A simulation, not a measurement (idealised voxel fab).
The document below concerns the process module designated voxel gate over fins.
It is cross-section cut that appears here, measuring 290 nm in width, its square cells being 5 nm in size.
A cross-section in this document is a grid of square cells, and it is written down as bands, the top band listed before the ones below it; a band is made up of one or more rows of cells. The entry gives the band's vertical extent as a top height and a bottom height in nm, then its horizontal make-up as materials from left to right, each with a width in nm. "empty" stands for empty space; a single material marked "edge to edge" fills the band edge to edge. Convention: height 0 is the level below which the wafer, as received, is all one material. The lowest band does not terminate at the bottom but continues downward, represented as "top 0, no bottom". With a width like "30->40", each row of cells in the band differs from the next by the same amount, the top row carrying the first number and the bottom row the second. Key: "identical to before" - step with no changed cell in the cross-section. Look at "Closed void catalog" for the closed voids: empty spaces with no open path to the top, sized 8 cells or up. Each is width x height at distance, distance from the left edge, all nm. Heads up: the bit after the settings on a step's line is the simulator's remark on that step. overlay nm, on a step with a mask: how far to the right of its planned place the mask lay; to the left if negative.
This section lists the process steps that were planned:
- 1: op RECEIVE | material Si
- 2: op CONFORMAL_DEP | material SiN | thk nm 10
- 3: op DIRECTIONAL_DEP | material aC | thk nm 10
- 4: op PATTERN | tone cover | mask id FINS | material resist | width nm 15 | pitch nm 45 | thk nm 30 | overlay nm 0
- 5: op DIRECTIONAL_ETCH | etch materials aC | depth nm 10
- 6: op STRIP | etch materials resist
- 7: op DIRECTIONAL_ETCH | etch materials SiN | depth nm 10
- 8: op DIRECTIONAL_ETCH | etch materials Si | depth nm 40
- 9: op STRIP | etch materials aC
- 10: op OXIDIZE | depth nm 5
- 11: op FILL_DEP | material SiO2 | thk nm 5
- 12: op CMP | height nm 10
- 13: op SELECTIVE_ETCH | etch materials SiO2 | depth nm 25
- 14: op STRIP | etch materials SiN
- 15: op CONFORMAL_DEP | material HfO2 | thk nm 5
- 16: op CONFORMAL_DEP | material TiN | thk nm 5
- 17: op CONFORMAL_DEP | material TiAl | thk nm 5
- 18: op CONFORMAL_DEP | material TiN | thk nm 5
- 19: op FILL_DEP | material W | thk nm 10
- 20: op CMP | height nm 25
- 21: op CONFORMAL_DEP | material SiN | thk nm 5
The value of width nm given for step 4 in the plan refers to the first wafer; the wafers vary in this setting and are alike at the start.
Here's the first of the wafers in cross-section, just as we got it, i.e. after step 1:
* top 0, no bottom  Si edge to edge
* Closed void catalog: none
Take any row and you have a wafer at the end of the module: how many cells of each material it has gained (+) or lost (-) since it was received, and then its closed voids:
width nm 15; +76 HfO2; -495 Si; +58 SiN; +330 SiO2; +76 TiAl; +152 TiN; +151 W; Closed void catalog: none
width nm 20; +76 HfO2; -468 Si; +58 SiN; +312 SiO2; +76 TiAl; +146 TiN; +148 W; Closed void catalog: none
width nm 25; +76 HfO2; -441 Si; +58 SiN; +294 SiO2; +76 TiAl; +140 TiN; +145 W; Closed void catalog: none
width nm 30; +76 HfO2; -414 Si; +58 SiN; +276 SiO2; +70 TiAl; +140 TiN; +142 W; Closed void catalog: none
